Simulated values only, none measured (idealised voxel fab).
process module | voxel transistor to metal
cross-section cut | 185 nm wide | cells 5 nm
A cross-section is a grid of square cells, given in bands from the top down. A band is one or more rows of cells.
Each band's line starts with the height of the band's top and of its bottom, in nm. Then come its materials from left to right, each with its width in nm. One material with "throughout" fills the band from edge to edge. "air" is empty space.
Height 0 is the level under which the wafer as received is all one material. The lowest band goes on downwards, as in "0 down".
A width such as "30 to 40" changes by the same amount from each row of cells to the next, from the band's top row to its bottom row.
"no change" after a step means that no cell of the cross-section changed.
closed voids: empty space of 8 cells or more with no open way to the top, each as width x height at its distance from the left edge, in nm
after a step's settings: what the simulator itself notes on the step
overlay nm, on a step with a mask: how far to the right of its planned place the mask lay; to the left if negative
plan
1 op RECEIVE | material Si
2 op OXIDIZE | depth nm 5
3 op CONFORMAL_DEP | material SiN | thk nm 10
4 op MASKED_ETCH | tone cover | mask id ACTIVE | width nm 115 | etch materials SiN | depth nm 10 | overlay nm 0
5 op MASKED_ETCH | tone cover | mask id ACTIVE | width nm 115 | etch materials SiO2 | depth nm 5 | overlay nm 0
6 op MASKED_ETCH | tone cover | mask id ACTIVE | width nm 115 | etch materials Si | depth nm 35 | overlay nm 0
7 op OXIDIZE | depth nm 5
8 op FILL_DEP | material SiO2 | thk nm 10
9 op CMP | height nm 10
10 op SELECTIVE_ETCH | etch materials SiO2 | depth nm 10
11 op STRIP | etch materials SiN
12 op SELECTIVE_ETCH | etch materials SiO2 | depth nm 5
13 op OXIDIZE | depth nm 5
14 op DIRECTIONAL_DEP | material polySi | thk nm 25
15 op DIRECTIONAL_DEP | material SiCN | thk nm 15
16 op PATTERN | tone cover | mask id GATE | material resist | width nm 35 | thk nm 20 | overlay nm 0
17 op DIRECTIONAL_ETCH | etch materials SiCN | depth nm 25
18 op DIRECTIONAL_ETCH | etch materials polySi | depth nm 35
19 op STRIP | etch materials resist
20 op CONFORMAL_DEP | material SiN | thk nm 10
21 op DIRECTIONAL_ETCH | etch materials SiN | depth nm 10
22 op DIRECTIONAL_ETCH | etch materials SiO2 | depth nm 5
23 op DIRECTIONAL_ETCH | etch materials Si | depth nm 15
24 op EPI | material pSi | thk nm 15
25 op FILL_DEP | material SiO2 | thk nm 10
26 op CMP | height nm 20
27 op STRIP | etch materials polySi
28 op SELECTIVE_ETCH | etch materials SiO2 | depth nm 5
29 op CONFORMAL_DEP | material HfO2 | thk nm 5
30 op CONFORMAL_DEP | material TiN | thk nm 5
31 op FILL_DEP | material W | thk nm 10
32 op CMP | height nm 15
33 op DIRECTIONAL_DEP | material SiO2 | thk nm 10
34 op PATTERN | tone open | mask id CONTACT | material resist | width nm 15 | pitch nm 80 | thk nm 20 | overlay nm 0
35 op DIRECTIONAL_ETCH | etch materials SiO2 | depth nm 35
36 op STRIP | etch materials resist
37 op CONFORMAL_DEP | material TiN | thk nm 5
38 op FILL_DEP | material W | thk nm 5
39 op CMP | height nm 25
40 op CONFORMAL_DEP | material SiN | thk nm 5
41 op DIRECTIONAL_DEP | material SiO2 | thk nm 15
42 op MASKED_ETCH | tone open | mask id METAL_1 | width nm 15 | pitch nm 80 | etch materials SiO2 | depth nm 15 | overlay nm 0
43 op MASKED_ETCH | tone open | mask id METAL_1 | width nm 15 | pitch nm 80 | etch materials SiN | depth nm 5 | overlay nm 0
44 op CONFORMAL_DEP | material TiN | thk nm 5
45 op FILL_DEP | material Cu | thk nm 10
46 op CMP | height nm 45
47 op CONFORMAL_DEP | material SiCN | thk nm 5
48 op DIRECTIONAL_DEP | material SiO2 | thk nm 30
49 op MASKED_ETCH | tone open | mask id METAL_2 | width nm 15 | pitch nm 80 | etch materials SiO2 | depth nm 20 | overlay nm 0
50 op PATTERN | tone open | mask id METAL_2_HOLES | material resist | width nm 15 | pitch nm 80 | thk nm 20 | overlay nm 0
51 op DIRECTIONAL_ETCH | etch materials SiO2 | depth nm 10
52 op DIRECTIONAL_ETCH | etch materials SiCN | depth nm 5
53 op STRIP | etch materials resist
54 op CONFORMAL_DEP | material TiN | thk nm 5
55 op FILL_DEP | material Cu | thk nm 10
56 op CMP | height nm 80
57 op CONFORMAL_DEP | material SiN | thk nm 5
as received, after step 1
  0 down: Si throughout
  closed voids: none
first wafer at the end, as planned
  85 to 80: SiN throughout
  80 to 50: SiO2 45 | TiN 5 | Cu 5 | TiN 5 | SiO2 65 | TiN 5 | Cu 5 | TiN 5 | SiO2 45
  50 to 45: SiCN 45 | TiN 15 | SiCN 65 | TiN 15 | SiCN 45
  45 to 30: SiO2 45 | TiN 5 | Cu 5 | TiN 5 | SiO2 65 | TiN 5 | Cu 5 | TiN 5 | SiO2 45
  30 to 25: SiN 45 | TiN 15 | SiN 65 | TiN 15 | SiN 45
  25 to 15: SiO2 45 | TiN 5 | W 5 | TiN 5 | SiO2 65 | TiN 5 | W 5 | TiN 5 | SiO2 45
  15 to 10: SiO2 45 | TiN 5 | W 5 | TiN 5 | SiO2 5 | SiN 10 | HfO2 5 | TiN 5 | W 15 | TiN 5 | HfO2 5 | SiN 10 | SiO2 5 | TiN 5 | W 5 | TiN 5 | SiO2 45
  10 to 5: SiO2 45 | TiN 15 | SiO2 5 | SiN 10 | HfO2 5 | TiN 5 | W 15 | TiN 5 | HfO2 5 | SiN 10 | SiO2 5 | TiN 15 | SiO2 45
  5 to 0: SiO2 45 | TiN 5 | pSi 15 | SiN 10 | HfO2 5 | TiN 5 | W 15 | TiN 5 | HfO2 5 | SiN 10 | pSi 15 | TiN 5 | SiO2 45
  0 to -5: SiO2 45 | TiN 5 | pSi 15 | SiN 10 | HfO2 5 | TiN 25 | HfO2 5 | SiN 10 | pSi 15 | TiN 5 | SiO2 45
  -5 to -10: SiO2 45 | TiN 5 | pSi 15 | SiO2 5 | HfO2 45 | SiO2 5 | pSi 15 | TiN 5 | SiO2 45
  -10 to -25: SiO2 40 | pSi 25 | Si 55 | pSi 25 | SiO2 40
  -25 to -45: SiO2 40 | Si 105 | SiO2 40
  -45 down: Si throughout
  closed voids: none
second wafer at the end: like start, like plan, one mistake
  85 to 80: SiN throughout
  80 to 50: SiO2 45 | TiN 5 | Cu 5 | TiN 5 | SiO2 65 | TiN 5 | Cu 5 | TiN 5 | SiO2 45
  50 to 45: SiCN 45 | TiN 15 | SiCN 65 | TiN 15 | SiCN 45
  45 to 35: SiO2 40 | TiN 5 | Cu 5 | TiN 5 | SiO2 65 | TiN 5 | Cu 5 | TiN 5 | SiO2 50
  35 to 30: SiO2 40 | TiN 15 | SiO2 65 | TiN 15 | SiO2 50
  30 to 25: SiN 45 | TiN 10 | SiN 70 | TiN 10 | SiN 50
  25 to 15: SiO2 45 | TiN 5 | W 5 | TiN 5 | SiO2 65 | TiN 5 | W 5 | TiN 5 | SiO2 45
  15 to 10: SiO2 45 | TiN 5 | W 5 | TiN 5 | SiO2 5 | SiN 10 | HfO2 5 | TiN 5 | W 15 | TiN 5 | HfO2 5 | SiN 10 | SiO2 5 | TiN 5 | W 5 | TiN 5 | SiO2 45
  10 to 5: SiO2 45 | TiN 15 | SiO2 5 | SiN 10 | HfO2 5 | TiN 5 | W 15 | TiN 5 | HfO2 5 | SiN 10 | SiO2 5 | TiN 15 | SiO2 45
  5 to 0: SiO2 45 | TiN 5 | pSi 15 | SiN 10 | HfO2 5 | TiN 5 | W 15 | TiN 5 | HfO2 5 | SiN 10 | pSi 15 | TiN 5 | SiO2 45
  0 to -5: SiO2 45 | TiN 5 | pSi 15 | SiN 10 | HfO2 5 | TiN 25 | HfO2 5 | SiN 10 | pSi 15 | TiN 5 | SiO2 45
  -5 to -10: SiO2 45 | TiN 5 | pSi 15 | SiO2 5 | HfO2 45 | SiO2 5 | pSi 15 | TiN 5 | SiO2 45
  -10 to -25: SiO2 40 | pSi 25 | Si 55 | pSi 25 | SiO2 40
  -25 to -45: SiO2 40 | Si 105 | SiO2 40
  -45 down: Si throughout
  closed voids: none
what went wrong: step 42 ran as: op MASKED_ETCH | tone open | mask id METAL_1 | width nm 15 | pitch nm 80 | etch materials SiO2 | depth nm 15 | overlay nm -5
at the end the second wafer has, in cells: 2 fewer of Cu | 2 more of SiN
